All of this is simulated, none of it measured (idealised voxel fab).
Process module in this document: voxel plated lines
Section shown: cut. Width: 285 nm. Cell size: 5 nm, square.
Cross-section layout: square cells on a grid; listed as bands, top to bottom; a band spans one or more cell rows. What a band's entry tells you: where the top is and where the bottom is, as heights in nm, and after that what lies inside, material by material from left to right, each with its width in nm. Empty space is written as the word "blank", and a single material marked with the word "everywhere" occupies the band from edge to edge. Height 0 is the level under which the wafer as received is all one material. The lowest band goes on downwards, as in "z 0 and below". Think of "30..40" as a width that walks from the first number to the second as you go down the band, top row to bottom row, taking equal-sized steps from row to row. A step reported as "nothing changed" is a step in which no cell of the cross-section changed. Closed-off voids of 8+ cells (no open route to the top) go in "Unvented voids", written width x height at distance from the left edge, in nm. Text after the settings on a step's line: the simulator's own remark on that step. overlay nm: for a step with a mask, the amount by which the mask lay right of where it was planned; a negative amount means left of it.
[This section lists the process steps that were planned]
1,RECEIVE,material Si
2,CONFORMAL_DEP,material SiN,thk nm 10
3,DIRECTIONAL_DEP,material TiN,thk nm 5
4,PATTERN,tone open,mask id LINES,material resist,width nm 30,pitch nm 60,thk nm 15,overlay nm 0
5,EPI,material Ru,thk nm 10
6,STRIP,etch materials resist
7,DIRECTIONAL_ETCH,etch materials TiN,depth nm 5
8,CONFORMAL_DEP,material SiN,thk nm 10
[As-received wafer cross-section (after step 1)]
* z 0 and below | Si everywhere
* Unvented voids: none
[Post-module cross-section: identical start and plan to those above, one misstep in execution]
* z 45 to 35 | 85 of blank, then 50 of SiN, then 10 of blank, then 50 of SiN, then 90 of blank
* z 35 to 30 | 85 of blank, then 10 of SiN, then 30 of Ru, then 10 of SiN, then 10 of blank, then 10 of SiN, then 30 of Ru, then 10 of SiN, then 90 of blank
* z 30 to 25 | 95 of SiN, then 30 of Ru, then 30 of SiN, then 30 of Ru, then 100 of SiN
* z 25 to 20 | 95 of SiN, then 30 of TiN, then 30 of SiN, then 30 of TiN, then 100 of SiN
* z 20 to 10 | TiN everywhere
* z 10 to 0 | SiN everywhere
* z 0 and below | Si everywhere
* Unvented voids: none
Deviation from plan: step 3: run off-plan, actual operation and settings DIRECTIONAL_DEP,material TiN,thk nm 15
